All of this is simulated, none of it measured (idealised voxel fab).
process module | voxel released beams
cross-section cut | 160 nm wide | cells 5 nm
A cross-section is a grid of square cells, given in bands from the top down. A band is one or more rows of cells.
Each band's line starts with the height of the band's top and of its bottom, in nm. Then come its materials from left to right, each with its width in nm. One material with "throughout" fills the band from edge to edge. "air" is empty space.
Height 0 is the level under which the wafer as received is all one material. The lowest band goes on downwards, as in "0 down".
A width such as "30 to 40" changes by the same amount from each row of cells to the next, from the band's top row to its bottom row.
"no change" after a step means that no cell of the cross-section changed.
closed voids: empty space of 8 cells or more with no open way to the top, each as width x height at its distance from the left edge, in nm
after a step's settings: what the simulator itself notes on the step
overlay nm, on a step with a mask: how far to the right of its planned place the mask lay; to the left if negative
plan
1 op RECEIVE | material Si
2 op CONFORMAL_DEP | material SiN | thk nm 5
3 op DIRECTIONAL_DEP | material SiO2 | thk nm 20
4 op MASKED_ETCH | tone open | mask id ANCHOR | width nm 45 | etch materials SiO2 | depth nm 20 | overlay nm 0
5 op CONFORMAL_DEP | material polySi | thk nm 15
6 op MASKED_ETCH | tone cover | mask id BEAM | width nm 115 | etch materials polySi | depth nm 15 | overlay nm 0
7 op STRIP | etch materials SiO2
varied across the wafers: thk nm of step 2. The plan shows the first wafer's value. All wafers start alike
first wafer as received, after step 1
  0 down: Si throughout
  closed voids: none
each wafer at the end: cells of each material gained (+) or lost (-) since it was received, then its closed voids
thk nm 5 | +32 SiN | +93 polySi | closed voids: none
thk nm 10 | +64 SiN | +93 polySi | closed voids: none
thk nm 15 | +96 SiN | +93 polySi | closed voids: none
thk nm 20 | +128 SiN | +93 polySi | closed voids: none
